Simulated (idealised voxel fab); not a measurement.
A process module follows: voxel capacitor over wiring.
Square cells of 5 nm make up the cross-section cut, whose width is 235 nm.
Cross-section = grid of square cells, listed top down in bands; band = one or more rows.
Quick guide to a band line: top height, bottom height (nm) up front; then every material left to right with its width in nm. Only one material and it's marked "throughout"? Then it fills the band edge to edge. And "empty" just means empty space.
The level at which height equals 0 is the one under which the wafer, as it arrives, is entirely one material. No lower edge exists for the bottom band, which continues downward and is notated as in "0 down".
You'd read "30->40" like this: the band's top row of cells is as wide as the first number, its bottom row is as wide as the second, and going down, every row changes width by the same amount as the row before did.
"no change" for a step: no cell of the cross-section changed in that step.
The entry titled "Sealed void list" provides the empty spaces that have no open way to the top, restricted to those of 8 cells or more. Each is presented as width x height at distance, the distance being measured from the left edge, with all three in nm.
Note: text after step settings on the step line = simulator remark on that step.
overlay nm: where the mask lay relative to plan, measured to the right, on steps with a mask; negatives go left.
Everything after this point is organized in pairs: a cross-section before one process step, a cross-section after it that shows only as deep as the lowest changed band, and, under the pair, the intervening step with its settings. Because different runs of this module on the same starting wafer can supply different pairs, a pair continues from the pair above it only if its entry headed "Structure before processing" says so.

# Structure before processing
    0 down = Si throughout
    Sealed void list: none

# Post-Step Cross-Section
    10 to 0 = SiO2 throughout
    Unchanged below 0.
    Sealed void list: none
Step sandwiched between the two cross-sections above: CONFORMAL_DEP [material SiO2] [thk nm 10]

Structure before processing: taken from the pair above, after panel.

# Post-Step Cross-Section
    15 to 10 = SiCN throughout
    Unchanged below 10.
    Sealed void list: none
Step sandwiched between the two cross-sections above: CONFORMAL_DEP [material SiCN] [thk nm 5]

Structure before processing: taken from the pair above, after panel.

# Post-Step Cross-Section
    30 to 15 = lowk throughout
    Unchanged below 15.
    Sealed void list: none
Step sandwiched between the two cross-sections above: DIRECTIONAL_DEP [material lowk] [thk nm 15]

Structure before processing: taken from the pair above, after panel.

# Post-Step Cross-Section
    30 to 15 = 60 of lowk, 25 of empty, 65 of lowk, 25 of empty, 60 of lowk
    Unchanged below 15.
    Sealed void list: none
Step sandwiched between the two cross-sections above: MASKED_ETCH [tone open] [mask id METAL_1] [width nm 25] [pitch nm 90] [etch materials lowk] [depth nm 15] [overlay nm 0]

Structure before processing: taken from the pair above, after panel.

# Post-Step Cross-Section
    30 to 15 = 60 of lowk, 25 of empty, 65 of lowk, 25 of empty, 60 of lowk
    15 to 10 = 60 of SiCN, 25 of empty, 65 of SiCN, 25 of empty, 60 of SiCN
    Unchanged below 10.
    Sealed void list: none
Step sandwiched between the two cross-sections above: MASKED_ETCH [tone open] [mask id METAL_1] [width nm 25] [pitch nm 90] [etch materials SiCN] [depth nm 5] [overlay nm 0]

Structure before processing: taken from the pair above, after panel.

# Post-Step Cross-Section
    35 to 30 = 65 of TiN, 15 of empty, 75 of TiN, 15 of empty, 65 of TiN
    30 to 15 = 60 of lowk, 5 of TiN, 15 of empty, 5 of TiN, 65 of lowk, 5 of TiN, 15 of empty, 5 of TiN, 60 of lowk
    15 to 10 = 60 of SiCN, 25 of TiN, 65 of SiCN, 25 of TiN, 60 of SiCN
    Unchanged below 10.
    Sealed void list: none
Step sandwiched between the two cross-sections above: CONFORMAL_DEP [material TiN] [thk nm 5]

Structure before processing: taken from the pair above, after panel.

# Post-Step Cross-Section
    40 to 35 = Ru throughout
    35 to 30 = 65 of TiN, 15 of Ru, 75 of TiN, 15 of Ru, 65 of TiN
    30 to 15 = 60 of lowk, 5 of TiN, 15 of Ru, 5 of TiN, 65 of lowk, 5 of TiN, 15 of Ru, 5 of TiN, 60 of lowk
    Unchanged below 15.
    Sealed void list: none
Step sandwiched between the two cross-sections above: FILL_DEP [material Ru] [thk nm 5]

Structure before processing: taken from the pair above, after panel.

# Post-Step Cross-Section
    30 to 15 = 60 of lowk, 5 of TiN, 15 of Ru, 5 of TiN, 65 of lowk, 5 of TiN, 15 of Ru, 5 of TiN, 60 of lowk
    Unchanged below 15.
    Sealed void list: none
Step sandwiched between the two cross-sections above: CMP [height nm 30]

Structure before processing: taken from the pair above, after panel.

# Post-Step Cross-Section
    35 to 30 = SiCN throughout
    Unchanged below 30.
    Sealed void list: none
Step sandwiched between the two cross-sections above: CONFORMAL_DEP [material SiCN] [thk nm 5]

Structure before processing: taken from the pair above, after panel.

# Post-Step Cross-Section
    45 to 35 = SiO2 throughout
    Unchanged below 35.
    Sealed void list: none
Step sandwiched between the two cross-sections above: DIRECTIONAL_DEP [material SiO2] [thk nm 10]

Structure before processing: taken from the pair above, after panel.

# Post-Step Cross-Section
    55 to 45 = aC throughout
    Unchanged below 45.
    Sealed void list: none
Step sandwiched between the two cross-sections above: DIRECTIONAL_DEP [material aC] [thk nm 10]

Structure before processing: taken from the pair above, after panel.

# Post-Step Cross-Section
    80 to 55 = 70 of resist, 15 of empty, 150 of resist
    Unchanged below 55.
    Sealed void list: none
Step sandwiched between the two cross-sections above: PATTERN [tone open] [mask id PLUG_1] [material resist] [width nm 15] [thk nm 25] [overlay nm 0]

Structure before processing: taken from the pair above, after panel.

# Post-Step Cross-Section
    70 to 55 = 70 of resist, 15 of empty, 150 of resist
    55 to 45 = 70 of aC, 15 of empty, 150 of aC
    Unchanged below 45.
    Sealed void list: none
Step sandwiched between the two cross-sections above: DIRECTIONAL_ETCH [etch materials aC] [depth nm 10]

Structure before processing: taken from the pair above, after panel.

# Post-Step Cross-Section
    55 to 45 = 70 of aC, 15 of empty, 150 of aC
    Unchanged below 45.
    Sealed void list: none
Step sandwiched between the two cross-sections above: STRIP [etch materials resist]

Structure before processing: taken from the pair above, after panel.

# Post-Step Cross-Section
    55 to 45 = 70 of aC, 15 of empty, 150 of aC
    45 to 35 = 70 of SiO2, 15 of empty, 150 of SiO2
    Unchanged below 35.
    Sealed void list: none
Step sandwiched between the two cross-sections above: DIRECTIONAL_ETCH [etch materials SiO2] [depth nm 10]

Structure before processing: taken from the pair above, after panel.

# Post-Step Cross-Section
    55 to 45 = 70 of aC, 15 of empty, 150 of aC
    45 to 35 = 70 of SiO2, 15 of empty, 150 of SiO2
    35 to 30 = 70 of SiCN, 15 of empty, 150 of SiCN
    Unchanged below 30.
    Sealed void list: none
Step sandwiched between the two cross-sections above: DIRECTIONAL_ETCH [etch materials SiCN] [depth nm 5]

Structure before processing: taken from the pair above, after panel.

# Post-Step Cross-Section
    45 to 35 = 70 of SiO2, 15 of empty, 150 of SiO2
    Unchanged below 35.
    Sealed void list: none
Step sandwiched between the two cross-sections above: STRIP [etch materials aC]

Structure before processing: taken from the pair above, after panel.

# Post-Step Cross-Section
    45 to 40 = 70 of SiO2, 15 of empty, 150 of SiO2
    40 to 35 = 70 of SiO2, 15 of Ru, 150 of SiO2
    35 to 30 = 70 of SiCN, 15 of Ru, 150 of SiCN
    Unchanged below 30.
    Sealed void list: none
Step sandwiched between the two cross-sections above: EPI [material Ru] [thk nm 10]

Structure before processing: taken from the pair above, after panel.

# Post-Step Cross-Section
    45 to 35 = 70 of SiO2, 15 of Ru, 150 of SiO2
    Unchanged below 35.
    Sealed void list: none
Step sandwiched between the two cross-sections above: EPI [material Ru] [thk nm 5]

Structure before processing: taken from the pair above, after panel.

# Post-Step Cross-Section
    55 to 45 = TiN throughout
    Unchanged below 45.
    Sealed void list: none
Step sandwiched between the two cross-sections above: DIRECTIONAL_DEP [material TiN] [thk nm 10]

Structure before processing: taken from the pair above, after panel.

# Post-Step Cross-Section
    60 to 55 = Al2O3 throughout
    Unchanged below 55.
    Sealed void list: none
Step sandwiched between the two cross-sections above: DIRECTIONAL_DEP [material Al2O3] [thk nm 5]

Structure before processing: taken from the pair above, after panel.

# Post-Step Cross-Section
    65 to 60 = TiN throughout
    Unchanged below 60.
    Sealed void list: none
Step sandwiched between the two cross-sections above: DIRECTIONAL_DEP [material TiN] [thk nm 5]

Structure before processing: taken from the pair above, after panel.

# Post-Step Cross-Section
    65 to 60 = 70 of empty, 70 of TiN, 95 of empty
    Unchanged below 60.
    Sealed void list: none
Step sandwiched between the two cross-sections above: MASKED_ETCH [tone cover] [mask id UPPER_PLATE] [width nm 70] [etch materials TiN] [depth nm 5] [overlay nm 0]

Structure before processing: taken from the pair above, after panel.

# Post-Step Cross-Section
    65 to 60 = 70 of empty, 70 of TiN, 95 of empty
    60 to 55 = 70 of empty, 70 of Al2O3, 95 of empty
    Unchanged below 55.
    Sealed void list: none
Step sandwiched between the two cross-sections above: MASKED_ETCH [tone cover] [mask id UPPER_PLATE] [width nm 70] [etch materials Al2O3] [depth nm 5] [overlay nm 0]

Structure before processing: taken from the pair above, after panel.

# Post-Step Cross-Section
    65 to 60 = 70 of empty, 70 of TiN, 95 of empty
    60 to 55 = 70 of empty, 70 of Al2O3, 95 of empty
    55 to 45 = 65 of empty, 80 of TiN, 90 of empty
    Unchanged below 45.
    Sealed void list: none
Step sandwiched between the two cross-sections above: MASKED_ETCH [tone cover] [mask id LOWER_PLATE] [width nm 80] [etch materials TiN] [depth nm 10] [overlay nm 0]

Structure before processing: taken from the pair above, after panel.

# Post-Step Cross-Section
    85 to 65 = SiO2 throughout
    65 to 60 = 70 of SiO2, 70 of TiN, 95 of SiO2
    60 to 55 = 70 of SiO2, 70 of Al2O3, 95 of SiO2
    55 to 45 = 65 of SiO2, 80 of TiN, 90 of SiO2
    Unchanged below 45.
    Sealed void list: none
Step sandwiched between the two cross-sections above: FILL_DEP [material SiO2] [thk nm 20]

Structure before processing: taken from the pair above, after panel.

# Post-Step Cross-Section
    80 to 65 = SiO2 throughout
    Unchanged below 65.
    Sealed void list: none
Step sandwiched between the two cross-sections above: CMP [height nm 80]

Structure before processing: taken from the pair above, after panel.

# Post-Step Cross-Section
    80 to 65 = 80 of SiO2, 15 of empty, 140 of SiO2
    Unchanged below 65.
    Sealed void list: none
Step sandwiched between the two cross-sections above: MASKED_ETCH [tone open] [mask id PLUG_2] [width nm 15] [etch materials SiO2] [depth nm 15] [overlay nm 0]

Structure before processing: taken from the pair above, after panel.

# Post-Step Cross-Section
    85 to 80 = 85 of TiN, 5 of empty, 145 of TiN
    80 to 70 = 80 of SiO2, 5 of TiN, 5 of empty, 5 of TiN, 140 of SiO2
    70 to 60 = 80->70 of SiO2, 15->70 of TiN, 140->95 of SiO2
    Unchanged below 60.
    Sealed void list: none
Step sandwiched between the two cross-sections above: CONFORMAL_DEP [material TiN] [thk nm 5]

Structure before processing: taken from the pair above, after panel.

# Post-Step Cross-Section
    95 to 85 = W throughout
    85 to 80 = 85 of TiN, 5 of W, 145 of TiN
    80 to 70 = 80 of SiO2, 5 of TiN, 5 of W, 5 of TiN, 140 of SiO2
    Unchanged below 70.
    Sealed void list: none
Step sandwiched between the two cross-sections above: FILL_DEP [material W] [thk nm 10]

Structure before processing: taken from the pair above, after panel.

# Post-Step Cross-Section
    80 to 70 = 80 of SiO2, 5 of TiN, 5 of W, 5 of TiN, 140 of SiO2
    Unchanged below 70.
    Sealed void list: none
Step sandwiched between the two cross-sections above: CMP [height nm 80]

Structure before processing: taken from the pair above, after panel.

# Post-Step Cross-Section
    85 to 80 = SiN throughout
    Unchanged below 80.
    Sealed void list: none
Step sandwiched between the two cross-sections above: CONFORMAL_DEP [material SiN] [thk nm 5]

# Structure before processing
    45 to 35 = 70 of SiO2, 15 of empty, 150 of SiO2
    35 to 30 = 70 of SiCN, 15 of empty, 150 of SiCN
    30 to 15 = 60 of lowk, 5 of TiN, 15 of Ru, 5 of TiN, 65 of lowk, 5 of TiN, 15 of Ru, 5 of TiN, 60 of lowk
    15 to 10 = 60 of SiCN, 25 of TiN, 65 of SiCN, 25 of TiN, 60 of SiCN
    10 to 0 = SiO2 throughout
    0 down = Si throughout
    Sealed void list: none

# Post-Step Cross-Section
    45 to 35 = 70 of SiO2, 15 of empty, 150 of SiO2
    35 to 30 = 70 of SiCN, 15 of Ru, 150 of SiCN
    Unchanged below 30.
    Sealed void list: none
Step sandwiched between the two cross-sections above: EPI [material Ru] [thk nm 5]

Structure before processing: taken from the pair above, after panel.

# Post-Step Cross-Section
    55 to 45 = 70 of TiN, 15 of empty, 150 of TiN
    45 to 35 = 70 of SiO2, 15 of TiN, 150 of SiO2
    Unchanged below 35.
    Sealed void list: none
Step sandwiched between the two cross-sections above: DIRECTIONAL_DEP [material TiN] [thk nm 10]

Structure before processing: taken from the pair above, after panel.

# Post-Step Cross-Section
    60 to 55 = 70 of Al2O3, 15 of empty, 150 of Al2O3
    55 to 50 = 70 of TiN, 15 of empty, 150 of TiN
    50 to 45 = 70 of TiN, 15 of Al2O3, 150 of TiN
    Unchanged below 45.
    Sealed void list: none
Step sandwiched between the two cross-sections above: DIRECTIONAL_DEP [material Al2O3] [thk nm 5]

Structure before processing: taken from the pair above, after panel.

# Post-Step Cross-Section
    65 to 60 = 70 of TiN, 15 of empty, 150 of TiN
    60 to 55 = 70 of Al2O3, 15 of empty, 150 of Al2O3
    55 to 50 = TiN throughout
    Unchanged below 50.
    Sealed void list: none
Step sandwiched between the two cross-sections above: DIRECTIONAL_DEP [material TiN] [thk nm 5]

Structure before processing: taken from the pair above, after panel.

# Post-Step Cross-Section
    65 to 60 = 85 of empty, 55 of TiN, 95 of empty
    Unchanged below 60.
    Sealed void list: none
Step sandwiched between the two cross-sections above: MASKED_ETCH [tone cover] [mask id UPPER_PLATE] [width nm 70] [etch materials TiN] [depth nm 5] [overlay nm 0]

Structure before processing: taken from the pair above, after panel.

# Post-Step Cross-Section
    65 to 60 = 85 of empty, 55 of TiN, 95 of empty
    60 to 55 = 85 of empty, 55 of Al2O3, 95 of empty
    Unchanged below 55.
    Sealed void list: none
Step sandwiched between the two cross-sections above: MASKED_ETCH [tone cover] [mask id UPPER_PLATE] [width nm 70] [etch materials Al2O3] [depth nm 5] [overlay nm 0]

Structure before processing: taken from the pair above, after panel.

# Post-Step Cross-Section
    65 to 60 = 85 of empty, 55 of TiN, 95 of empty
    60 to 55 = 85 of empty, 55 of Al2O3, 95 of empty
    55 to 50 = 65 of empty, 80 of TiN, 90 of empty
    50 to 45 = 65 of empty, 5 of TiN, 15 of Al2O3, 60 of TiN, 90 of empty
    Unchanged below 45.
    Sealed void list: none
Step sandwiched between the two cross-sections above: MASKED_ETCH [tone cover] [mask id LOWER_PLATE] [width nm 80] [etch materials TiN] [depth nm 10] [overlay nm 0]

Structure before processing: taken from the pair above, after panel.

# Post-Step Cross-Section
    85 to 65 = SiO2 throughout
    65 to 60 = 85 of SiO2, 55 of TiN, 95 of SiO2
    60 to 55 = 85 of SiO2, 55 of Al2O3, 95 of SiO2
    55 to 50 = 65 of SiO2, 80 of TiN, 90 of SiO2
    50 to 45 = 65 of SiO2, 5 of TiN, 15 of Al2O3, 60 of TiN, 90 of SiO2
    Unchanged below 45.
    Sealed void list: none
Step sandwiched between the two cross-sections above: FILL_DEP [material SiO2] [thk nm 20]

Structure before processing: taken from the pair above, after panel.

# Post-Step Cross-Section
    80 to 65 = SiO2 throughout
    Unchanged below 65.
    Sealed void list: none
Step sandwiched between the two cross-sections above: CMP [height nm 80]

Structure before processing: taken from the pair above, after panel.

# Post-Step Cross-Section
    80 to 65 = 80 of SiO2, 15 of empty, 140 of SiO2
    Unchanged below 65.
    Sealed void list: none
Step sandwiched between the two cross-sections above: MASKED_ETCH [tone open] [mask id PLUG_2] [width nm 15] [etch materials SiO2] [depth nm 15] [overlay nm 0]

Structure before processing: taken from the pair above, after panel.

# Post-Step Cross-Section
    85 to 80 = 85 of TiN, 5 of empty, 145 of TiN
    80 to 70 = 80 of SiO2, 5 of TiN, 5 of empty, 5 of TiN, 140 of SiO2
    70 to 60 = 80->85 of SiO2, 15->55 of TiN, 140->95 of SiO2
    Unchanged below 60.
    Sealed void list: none
Step sandwiched between the two cross-sections above: CONFORMAL_DEP [material TiN] [thk nm 5]

Structure before processing: taken from the pair above, after panel.

# Post-Step Cross-Section
    95 to 85 = W throughout
    85 to 80 = 85 of TiN, 5 of W, 145 of TiN
    80 to 70 = 80 of SiO2, 5 of TiN, 5 of W, 5 of TiN, 140 of SiO2
    Unchanged below 70.
    Sealed void list: none
Step sandwiched between the two cross-sections above: FILL_DEP [material W] [thk nm 10]

Structure before processing: taken from the pair above, after panel.

# Post-Step Cross-Section
    80 to 70 = 80 of SiO2, 5 of TiN, 5 of W, 5 of TiN, 140 of SiO2
    Unchanged below 70.
    Sealed void list: none
Step sandwiched between the two cross-sections above: CMP [height nm 80]

Structure before processing: taken from the pair above, after panel.

# Post-Step Cross-Section
    85 to 80 = SiN throughout
    Unchanged below 80.
    Sealed void list: none
Step sandwiched between the two cross-sections above: CONFORMAL_DEP [material SiN] [thk nm 5]

# Structure before processing
    45 to 40 = 70 of SiO2, 15 of empty, 150 of SiO2
    40 to 35 = 70 of SiO2, 15 of Ru, 150 of SiO2
    35 to 30 = 70 of SiCN, 15 of Ru, 150 of SiCN
    30 to 15 = 60 of lowk, 5 of TiN, 15 of Ru, 5 of TiN, 65 of lowk, 5 of TiN, 15 of Ru, 5 of TiN, 60 of lowk
    15 to 10 = 60 of SiCN, 25 of TiN, 65 of SiCN, 25 of TiN, 60 of SiCN
    10 to 0 = SiO2 throughout
    0 down = Si throughout
    Sealed void list: none

# Post-Step Cross-Section
    50 to 45 = 65 of empty, 25 of Ru, 145 of empty
    45 to 35 = 70 of SiO2, 15 of Ru, 150 of SiO2
    Unchanged below 35.
    Sealed void list: none
Step sandwiched between the two cross-sections above: EPI [material Ru] [thk nm 10]

Structure before processing: taken from the pair above, after panel.

# Post-Step Cross-Section
    55 to 45 = 60 of empty, 35 of Ru, 140 of empty
    Unchanged below 45.
    Sealed void list: none
Step sandwiched between the two cross-sections above: EPI [material Ru] [thk nm 5]

Structure before processing: taken from the pair above, after panel.

# Post-Step Cross-Section
    65 to 55 = 60 of empty, 35 of TiN, 140 of empty
    55 to 45 = 60 of TiN, 35 of Ru, 140 of TiN
    Unchanged below 45.
    Sealed void list: none
Step sandwiched between the two cross-sections above: DIRECTIONAL_DEP [material TiN] [thk nm 10]

Structure before processing: taken from the pair above, after panel.

# Post-Step Cross-Section
    70 to 65 = 60 of empty, 35 of Al2O3, 140 of empty
    65 to 60 = 60 of empty, 35 of TiN, 140 of empty
    60 to 55 = 60 of Al2O3, 35 of TiN, 140 of Al2O3
    Unchanged below 55.
    Sealed void list: none
Step sandwiched between the two cross-sections above: DIRECTIONAL_DEP [material Al2O3] [thk nm 5]

Structure before processing: taken from the pair above, after panel.

# Post-Step Cross-Section
    75 to 70 = 60 of empty, 35 of TiN, 140 of empty
    70 to 65 = 60 of empty, 35 of Al2O3, 140 of empty
    65 to 60 = TiN throughout
    Unchanged below 60.
    Sealed void list: none
Step sandwiched between the two cross-sections above: DIRECTIONAL_DEP [material TiN] [thk nm 5]

Structure before processing: taken from the pair above, after panel.

# Post-Step Cross-Section
    75 to 70 = 70 of empty, 25 of TiN, 140 of empty
    70 to 65 = 60 of empty, 35 of Al2O3, 140 of empty
    65 to 60 = 60 of empty, 80 of TiN, 95 of empty
    Unchanged below 60.
    Sealed void list: none
Step sandwiched between the two cross-sections above: MASKED_ETCH [tone cover] [mask id UPPER_PLATE] [width nm 70] [etch materials TiN] [depth nm 5] [overlay nm 0]

Structure before processing: taken from the pair above, after panel.

# Post-Step Cross-Section
    75 to 70 = 70 of empty, 25 of TiN, 140 of empty
    70 to 65 = 70 of empty, 25 of Al2O3, 140 of empty
    65 to 60 = 60 of empty, 80 of TiN, 95 of empty
    60 to 55 = 60 of empty, 35 of TiN, 45 of Al2O3, 95 of empty
    Unchanged below 55.
    Sealed void list: none
Step sandwiched between the two cross-sections above: MASKED_ETCH [tone cover] [mask id UPPER_PLATE] [width nm 70] [etch materials Al2O3] [depth nm 5] [overlay nm 0]

Structure before processing: taken from the pair above, after panel.

# Post-Step Cross-Section
    75 to 70 = 70 of empty, 25 of TiN, 140 of empty
    70 to 65 = 70 of empty, 25 of Al2O3, 140 of empty
    65 to 60 = 65 of empty, 75 of TiN, 95 of empty
    60 to 55 = 65 of empty, 30 of TiN, 45 of Al2O3, 95 of empty
    55 to 45 = 60 of empty, 35 of Ru, 50 of TiN, 90 of empty
    Unchanged below 45.
    Sealed void list: none
Step sandwiched between the two cross-sections above: MASKED_ETCH [tone cover] [mask id LOWER_PLATE] [width nm 80] [etch materials TiN] [depth nm 10] [overlay nm 0]

Structure before processing: taken from the pair above, after panel.

# Post-Step Cross-Section
    95 to 75 = SiO2 throughout
    75 to 70 = 70 of SiO2, 25 of TiN, 140 of SiO2
    70 to 65 = 70 of SiO2, 25 of Al2O3, 140 of SiO2
    65 to 60 = 65 of SiO2, 75 of TiN, 95 of SiO2
    60 to 55 = 65 of SiO2, 30 of TiN, 45 of Al2O3, 95 of SiO2
    55 to 45 = 60 of SiO2, 35 of Ru, 50 of TiN, 90 of SiO2
    Unchanged below 45.
    Sealed void list: none
Step sandwiched between the two cross-sections above: FILL_DEP [material SiO2] [thk nm 20]

Structure before processing: taken from the pair above, after panel.

# Post-Step Cross-Section
    80 to 75 = SiO2 throughout
    Unchanged below 75.
    Sealed void list: none
Step sandwiched between the two cross-sections above: CMP [height nm 80]

Structure before processing: taken from the pair above, after panel.

# Post-Step Cross-Section
    80 to 75 = 80 of SiO2, 15 of empty, 140 of SiO2
    Unchanged below 75.
    Sealed void list: none
Step sandwiched between the two cross-sections above: MASKED_ETCH [tone open] [mask id PLUG_2] [width nm 15] [etch materials SiO2] [depth nm 15] [overlay nm 0]

Structure before processing: taken from the pair above, after panel.

# Post-Step Cross-Section
    85 to 80 = 85 of TiN, 5 of empty, 145 of TiN
    80 to 70 = 80->70 of SiO2, 15->25 of TiN, 140 of SiO2
    Unchanged below 70.
    Sealed void list: none
Step sandwiched between the two cross-sections above: CONFORMAL_DEP [material TiN] [thk nm 5]

Structure before processing: taken from the pair above, after panel.

# Post-Step Cross-Section
    95 to 85 = W throughout
    85 to 80 = 85 of TiN, 5 of W, 145 of TiN
    Unchanged below 80.
    Sealed void list: none
Step sandwiched between the two cross-sections above: FILL_DEP [material W] [thk nm 10]

Structure before processing: taken from the pair above, after panel.

# Post-Step Cross-Section
    80 to 70 = 80->70 of SiO2, 15->25 of TiN, 140 of SiO2
    Unchanged below 70.
    Sealed void list: none
Step sandwiched between the two cross-sections above: CMP [height nm 80]

Structure before processing: taken from the pair above, after panel.

# Post-Step Cross-Section
    85 to 80 = SiN throughout
    Unchanged below 80.
    Sealed void list: none
Step sandwiched between the two cross-sections above: CONFORMAL_DEP [material SiN] [thk nm 5]

# Structure before processing
    30 to 15 = 60 of lowk, 5 of TiN, 15 of Ru, 5 of TiN, 65 of lowk, 5 of TiN, 15 of Ru, 5 of TiN, 60 of lowk
    15 to 10 = 60 of SiCN, 25 of TiN, 65 of SiCN, 25 of TiN, 60 of SiCN
    10 to 0 = SiO2 throughout
    0 down = Si throughout
    Sealed void list: none

# Post-Step Cross-Section
    40 to 30 = SiO2 throughout
    Unchanged below 30.
    Sealed void list: none
Step sandwiched between the two cross-sections above: DIRECTIONAL_DEP [material SiO2] [thk nm 10]

Structure before processing: taken from the pair above, after panel.

# Post-Step Cross-Section
    45 to 40 = SiCN throughout
    Unchanged below 40.
    Sealed void list: none
Step sandwiched between the two cross-sections above: CONFORMAL_DEP [material SiCN] [thk nm 5]

Structure before processing: taken from the pair above, after panel.

# Post-Step Cross-Section
    55 to 45 = aC throughout
    Unchanged below 45.
    Sealed void list: none
Step sandwiched between the two cross-sections above: DIRECTIONAL_DEP [material aC] [thk nm 10]

Structure before processing: taken from the pair above, after panel.

# Post-Step Cross-Section
    80 to 55 = 70 of resist, 15 of empty, 150 of resist
    Unchanged below 55.
    Sealed void list: none
Step sandwiched between the two cross-sections above: PATTERN [tone open] [mask id PLUG_1] [material resist] [width nm 15] [thk nm 25] [overlay nm 0]

Structure before processing: taken from the pair above, after panel.

# Post-Step Cross-Section
    70 to 55 = 70 of resist, 15 of empty, 150 of resist
    55 to 45 = 70 of aC, 15 of empty, 150 of aC
    Unchanged below 45.
    Sealed void list: none
Step sandwiched between the two cross-sections above: DIRECTIONAL_ETCH [etch materials aC] [depth nm 10]

Structure before processing: taken from the pair above, after panel.

# Post-Step Cross-Section
    55 to 45 = 70 of aC, 15 of empty, 150 of aC
    Unchanged below 45.
    Sealed void list: none
Step sandwiched between the two cross-sections above: STRIP [etch materials resist]

Structure before processing: taken from the pair above, after panel.

# Post-Step Cross-Section
    55 to 45 = 70 of aC, 15 of empty, 150 of aC
    45 to 40 = 70 of SiCN, 15 of empty, 150 of SiCN
    Unchanged below 40.
    Sealed void list: none
Step sandwiched between the two cross-sections above: DIRECTIONAL_ETCH [etch materials SiCN] [depth nm 5]

Structure before processing: taken from the pair above, after panel.

# Post-Step Cross-Section
    45 to 40 = 70 of SiCN, 15 of empty, 150 of SiCN
    Unchanged below 40.
    Sealed void list: none
Step sandwiched between the two cross-sections above: STRIP [etch materials aC]

Structure before processing: taken from the pair above, after panel.

# Post-Step Cross-Section
    55 to 50 = 70 of TiN, 15 of empty, 150 of TiN
    50 to 45 = TiN throughout
    45 to 40 = 70 of SiCN, 15 of TiN, 150 of SiCN
    Unchanged below 40.
    Sealed void list: none
Step sandwiched between the two cross-sections above: DIRECTIONAL_DEP [material TiN] [thk nm 10]

Structure before processing: taken from the pair above, after panel.

# Post-Step Cross-Section
    60 to 55 = 70 of Al2O3, 15 of empty, 150 of Al2O3
    55 to 50 = 70 of TiN, 15 of Al2O3, 150 of TiN
    Unchanged below 50.
    Sealed void list: none
Step sandwiched between the two cross-sections above: DIRECTIONAL_DEP [material Al2O3] [thk nm 5]

Structure before processing: taken from the pair above, after panel.

# Post-Step Cross-Section
    65 to 60 = 70 of TiN, 15 of empty, 150 of TiN
    60 to 55 = 70 of Al2O3, 15 of TiN, 150 of Al2O3
    Unchanged below 55.
    Sealed void list: none
Step sandwiched between the two cross-sections above: DIRECTIONAL_DEP [material TiN] [thk nm 5]

Structure before processing: taken from the pair above, after panel.

# Post-Step Cross-Section
    65 to 60 = 85 of empty, 55 of TiN, 95 of empty
    Unchanged below 60.
    Sealed void list: none
Step sandwiched between the two cross-sections above: MASKED_ETCH [tone cover] [mask id UPPER_PLATE] [width nm 70] [etch materials TiN] [depth nm 5] [overlay nm 0]

Structure before processing: taken from the pair above, after panel.

# Post-Step Cross-Section
    65 to 60 = 85 of empty, 55 of TiN, 95 of empty
    60 to 55 = 70 of empty, 15 of TiN, 55 of Al2O3, 95 of empty
    Unchanged below 55.
    Sealed void list: none
Step sandwiched between the two cross-sections above: MASKED_ETCH [tone cover] [mask id UPPER_PLATE] [width nm 70] [etch materials Al2O3] [depth nm 5] [overlay nm 0]

Structure before processing: taken from the pair above, after panel.

# Post-Step Cross-Section
    65 to 60 = 85 of empty, 55 of TiN, 95 of empty
    60 to 55 = 70 of empty, 15 of TiN, 55 of Al2O3, 95 of empty
    55 to 50 = 65 of empty, 5 of TiN, 15 of Al2O3, 60 of TiN, 90 of empty
    50 to 45 = 65 of empty, 80 of TiN, 90 of empty
    Unchanged below 45.
    Sealed void list: none
Step sandwiched between the two cross-sections above: MASKED_ETCH [tone cover] [mask id LOWER_PLATE] [width nm 80] [etch materials TiN] [depth nm 10] [overlay nm 0]

Structure before processing: taken from the pair above, after panel.

# Post-Step Cross-Section
    85 to 65 = SiO2 throughout
    65 to 60 = 85 of SiO2, 55 of TiN, 95 of SiO2
    60 to 55 = 70 of SiO2, 15 of TiN, 55 of Al2O3, 95 of SiO2
    55 to 50 = 65 of SiO2, 5 of TiN, 15 of Al2O3, 60 of TiN, 90 of SiO2
    50 to 45 = 65 of SiO2, 80 of TiN, 90 of SiO2
    Unchanged below 45.
    Sealed void list: none
Step sandwiched between the two cross-sections above: FILL_DEP [material SiO2] [thk nm 20]

Structure before processing: taken from the pair above, after panel.

# Post-Step Cross-Section
    80 to 65 = SiO2 throughout
    Unchanged below 65.
    Sealed void list: none
Step sandwiched between the two cross-sections above: CMP [height nm 80]

Structure before processing: taken from the pair above, after panel.

# Post-Step Cross-Section
    80 to 65 = 80 of SiO2, 15 of empty, 140 of SiO2
    Unchanged below 65.
    Sealed void list: none
Step sandwiched between the two cross-sections above: MASKED_ETCH [tone open] [mask id PLUG_2] [width nm 15] [etch materials SiO2] [depth nm 15] [overlay nm 0]

Structure before processing: taken from the pair above, after panel.

# Post-Step Cross-Section
    85 to 80 = 85 of TiN, 5 of empty, 145 of TiN
    80 to 70 = 80 of SiO2, 5 of TiN, 5 of empty, 5 of TiN, 140 of SiO2
    70 to 60 = 80->85 of SiO2, 15->55 of TiN, 140->95 of SiO2
    Unchanged below 60.
    Sealed void list: none
Step sandwiched between the two cross-sections above: CONFORMAL_DEP [material TiN] [thk nm 5]

Structure before processing: taken from the pair above, after panel.

# Post-Step Cross-Section
    95 to 85 = W throughout
    85 to 80 = 85 of TiN, 5 of W, 145 of TiN
    80 to 70 = 80 of SiO2, 5 of TiN, 5 of W, 5 of TiN, 140 of SiO2
    Unchanged below 70.
    Sealed void list: none
Step sandwiched between the two cross-sections above: FILL_DEP [material W] [thk nm 10]

Structure before processing: taken from the pair above, after panel.

# Post-Step Cross-Section
    80 to 70 = 80 of SiO2, 5 of TiN, 5 of W, 5 of TiN, 140 of SiO2
    Unchanged below 70.
    Sealed void list: none
Step sandwiched between the two cross-sections above: CMP [height nm 80]

Structure before processing: taken from the pair above, after panel.

# Post-Step Cross-Section
    85 to 80 = SiN throughout
    Unchanged below 80.
    Sealed void list: none
Step sandwiched between the two cross-sections above: CONFORMAL_DEP [material SiN] [thk nm 5]

# Structure before processing
    35 to 30 = SiCN throughout
    30 to 15 = 60 of lowk, 5 of TiN, 15 of Ru, 5 of TiN, 65 of lowk, 5 of TiN, 15 of Ru, 5 of TiN, 60 of lowk
    15 to 10 = 60 of SiCN, 25 of TiN, 65 of SiCN, 25 of TiN, 60 of SiCN
    10 to 0 = SiO2 throughout
    0 down = Si throughout
    Sealed void list: none

# Post-Step Cross-Section
    50 to 35 = SiO2 throughout
    Unchanged below 35.
    Sealed void list: none
Step sandwiched between the two cross-sections above: DIRECTIONAL_DEP [material SiO2] [thk nm 15]
